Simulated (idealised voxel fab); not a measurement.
process module | voxel fin reveal
cross-section cut | 295 nm wide | cells 5 nm
A cross-section is a grid of square cells, given in bands from the top down. A band is one or more rows of cells.
Each band's line starts with the height of the band's top and of its bottom, in nm. Then come its materials from left to right, each with its width in nm. One material with "throughout" fills the band from edge to edge. "air" is empty space.
Height 0 is the level under which the wafer as received is all one material. The lowest band goes on downwards, as in "0 down".
A width such as "30 to 40" changes by the same amount from each row of cells to the next, from the band's top row to its bottom row.
"no change" after a step means that no cell of the cross-section changed.
closed voids: empty space of 8 cells or more with no open way to the top, each as width x height at its distance from the left edge, in nm
after a step's settings: what the simulator itself notes on the step
overlay nm, on a step with a mask: how far to the right of its planned place the mask lay; to the left if negative
plan
1 op RECEIVE | material Si
2 op CONFORMAL_DEP | material SiN | thk nm 10
3 op DIRECTIONAL_DEP | material aC | thk nm 10
4 op PATTERN | tone cover | mask id FINS | material resist | width nm 15 | pitch nm 45 | thk nm 30 | overlay nm 0
5 op DIRECTIONAL_ETCH | etch materials aC | depth nm 10
6 op STRIP | etch materials resist
7 op DIRECTIONAL_ETCH | etch materials SiN | depth nm 5
8 op DIRECTIONAL_ETCH | etch materials Si | depth nm 40
9 op STRIP | etch materials aC
10 op FILL_DEP | material SiO2 | thk nm 5
11 op CMP | height nm 10
12 op SELECTIVE_ETCH | etch materials SiO2 | depth nm 25
13 op STRIP | etch materials SiN
varied across the wafers: depth nm of step 7. The plan shows the first wafer's value. All wafers start alike
first wafer as received, after step 1
  0 down: Si throughout
  closed voids: none
first wafer at the end, after step 13
  0 down: Si throughout
  closed voids: none
last wafer at the end
  0 to -15: air 70 | Si 15 | air 30 | Si 15 | air 30 | Si 15 | air 30 | Si 15 | air 75
  -15 to -40: SiO2 70 | Si 15 | SiO2 30 | Si 15 | SiO2 30 | Si 15 | SiO2 30 | Si 15 | SiO2 75
  -40 down: Si throughout
  closed voids: none
each wafer at the end: cells of each material gained (+) or lost (-) since it was received, then its closed voids
depth nm 5 | no cell changed | closed voids: none
depth nm 10 | -376 Si | +235 SiO2 | closed voids: none
depth nm 15 | -376 Si | +235 SiO2 | closed voids: none
depth nm 20 | -376 Si | +235 SiO2 | closed voids: none
depth nm 25 | -376 Si | +235 SiO2 | closed voids: none
